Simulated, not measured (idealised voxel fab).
process module | voxel spacer lines
cross-section cut | 155 nm wide | cells 5 nm
A cross-section is a grid of square cells, given in bands from the top down. A band is one or more rows of cells.
Each band's line starts with the height of the band's top and of its bottom, in nm. Then come its materials from left to right, each with its width in nm. One material with "throughout" fills the band from edge to edge. "air" is empty space.
Height 0 is the level under which the wafer as received is all one material. The lowest band goes on downwards, as in "0 down".
A width such as "30 to 40" changes by the same amount from each row of cells to the next, from the band's top row to its bottom row.
"no change" after a step means that no cell of the cross-section changed.
closed voids: empty space of 8 cells or more with no open way to the top, each as width x height at its distance from the left edge, in nm
after a step's settings: what the simulator itself notes on the step
overlay nm, on a step with a mask: how far to the right of its planned place the mask lay; to the left if negative
plan
1 op RECEIVE | material Si
2 op CONFORMAL_DEP | material Al2O3 | thk nm 5
3 op DIRECTIONAL_DEP | material W | thk nm 20
4 op DIRECTIONAL_DEP | material polySi | thk nm 25
5 op PATTERN | tone cover | mask id MANDREL | material resist | width nm 15 | pitch nm 50 | thk nm 30 | overlay nm 0
6 op DIRECTIONAL_ETCH | etch materials polySi | depth nm 25
7 op STRIP | etch materials resist
8 op CONFORMAL_DEP | material SiO2 | thk nm 10
9 op DIRECTIONAL_ETCH | etch materials SiO2 | depth nm 10
10 op STRIP | etch materials polySi
11 op DIRECTIONAL_ETCH | etch materials W | depth nm 20
12 op STRIP | etch materials SiO2
13 op FILL_DEP | material SiO2 | thk nm 5
14 op CMP | height nm 25
first wafer, as planned
as received, after step 1
  0 down: Si throughout
  closed voids: none
after step 2
  5 to 0: Al2O3 throughout
  below 0: unchanged
after step 3
  25 to 5: W throughout
  below 5: unchanged
after step 4
  50 to 25: polySi throughout
  below 25: unchanged
after step 5
  80 to 50: air 20 | resist 15 | air 35 | resist 15 | air 35 | resist 15 | air 20
  below 50: unchanged
after step 6
  80 to 50: air 20 | resist 15 | air 35 | resist 15 | air 35 | resist 15 | air 20
  50 to 25: air 20 | polySi 15 | air 35 | polySi 15 | air 35 | polySi 15 | air 20
  below 25: unchanged
after step 7
  50 to 25: air 20 | polySi 15 | air 35 | polySi 15 | air 35 | polySi 15 | air 20
  below 25: unchanged
after step 8
  60 to 50: air 10 | SiO2 35 | air 15 | SiO2 35 | air 15 | SiO2 35 | air 10
  50 to 35: air 10 | SiO2 10 | polySi 15 | SiO2 10 | air 15 | SiO2 10 | polySi 15 | SiO2 10 | air 15 | SiO2 10 | polySi 15 | SiO2 10 | air 10
  35 to 25: SiO2 20 | polySi 15 | SiO2 35 | polySi 15 | SiO2 35 | polySi 15 | SiO2 20
  below 25: unchanged
after step 9
  50 to 25: air 10 | SiO2 10 | polySi 15 | SiO2 10 | air 15 | SiO2 10 | polySi 15 | SiO2 10 | air 15 | SiO2 10 | polySi 15 | SiO2 10 | air 10
  below 25: unchanged
after step 10
  50 to 25: air 10 | SiO2 10 | air 15 | SiO2 10 | air 15 | SiO2 10 | air 15 | SiO2 10 | air 15 | SiO2 10 | air 15 | SiO2 10 | air 10
  below 25: unchanged
after step 11
  50 to 25: air 10 | SiO2 10 | air 15 | SiO2 10 | air 15 | SiO2 10 | air 15 | SiO2 10 | air 15 | SiO2 10 | air 15 | SiO2 10 | air 10
  25 to 5: air 10 | W 10 | air 15 | W 10 | air 15 | W 10 | air 15 | W 10 | air 15 | W 10 | air 15 | W 10 | air 10
  below 5: unchanged
after step 12
  25 to 5: air 10 | W 10 | air 15 | W 10 | air 15 | W 10 | air 15 | W 10 | air 15 | W 10 | air 15 | W 10 | air 10
  below 5: unchanged
after step 13
  30 to 25: SiO2 throughout
  25 to 5: SiO2 10 | W 10 | SiO2 15 | W 10 | SiO2 15 | W 10 | SiO2 15 | W 10 | SiO2 15 | W 10 | SiO2 15 | W 10 | SiO2 10
  below 5: unchanged
after step 14
  25 to 5: SiO2 10 | W 10 | SiO2 15 | W 10 | SiO2 15 | W 10 | SiO2 15 | W 10 | SiO2 15 | W 10 | SiO2 15 | W 10 | SiO2 10
  below 5: unchanged
second wafer: like start, like plan, one mistake. Through step 4 it matches the first wafer
when step 5 should have ended
  80 to 50: air 15 | resist 25 | air 25 | resist 25 | air 25 | resist 25 | air 15
  below 50: unchanged
when step 6 should have ended
  80 to 50: air 15 | resist 25 | air 25 | resist 25 | air 25 | resist 25 | air 15
  50 to 25: air 15 | polySi 25 | air 25 | polySi 25 | air 25 | polySi 25 | air 15
  below 25: unchanged
when step 7 should have ended
  50 to 25: air 15 | polySi 25 | air 25 | polySi 25 | air 25 | polySi 25 | air 15
  below 25: unchanged
when step 8 should have ended
  60 to 50: air 5 | SiO2 45 | air 5 | SiO2 45 | air 5 | SiO2 45 | air 5
  50 to 35: air 5 | SiO2 10 | polySi 25 | SiO2 10 | air 5 | SiO2 10 | polySi 25 | SiO2 10 | air 5 | SiO2 10 | polySi 25 | SiO2 10 | air 5
  35 to 25: SiO2 15 | polySi 25 | SiO2 25 | polySi 25 | SiO2 25 | polySi 25 | SiO2 15
  below 25: unchanged
when step 9 should have ended
  50 to 25: air 5 | SiO2 10 | polySi 25 | SiO2 10 | air 5 | SiO2 10 | polySi 25 | SiO2 10 | air 5 | SiO2 10 | polySi 25 | SiO2 10 | air 5
  below 25: unchanged
when step 10 should have ended
  50 to 25: air 5 | SiO2 10 | air 25 | SiO2 10 | air 5 | SiO2 10 | air 25 | SiO2 10 | air 5 | SiO2 10 | air 25 | SiO2 10 | air 5
  below 25: unchanged
when step 11 should have ended
  50 to 25: air 5 | SiO2 10 | air 25 | SiO2 10 | air 5 | SiO2 10 | air 25 | SiO2 10 | air 5 | SiO2 10 | air 25 | SiO2 10 | air 5
  25 to 5: air 5 | W 10 | air 25 | W 10 | air 5 | W 10 | air 25 | W 10 | air 5 | W 10 | air 25 | W 10 | air 5
  below 5: unchanged
when step 12 should have ended
  25 to 5: air 5 | W 10 | air 25 | W 10 | air 5 | W 10 | air 25 | W 10 | air 5 | W 10 | air 25 | W 10 | air 5
  below 5: unchanged
when step 13 should have ended
  30 to 25: SiO2 throughout
  25 to 5: SiO2 5 | W 10 | SiO2 25 | W 10 | SiO2 5 | W 10 | SiO2 25 | W 10 | SiO2 5 | W 10 | SiO2 25 | W 10 | SiO2 5
  below 5: unchanged
when step 14 should have ended
  25 to 5: SiO2 5 | W 10 | SiO2 25 | W 10 | SiO2 5 | W 10 | SiO2 25 | W 10 | SiO2 5 | W 10 | SiO2 25 | W 10 | SiO2 5
  below 5: unchanged
what went wrong: step 5 ran as: op PATTERN | tone cover | mask id MANDREL | material resist | width nm 25 | pitch nm 50 | thk nm 30 | overlay nm 0
at the end the second wafer has, in cells: as many of each material as the first, in other places
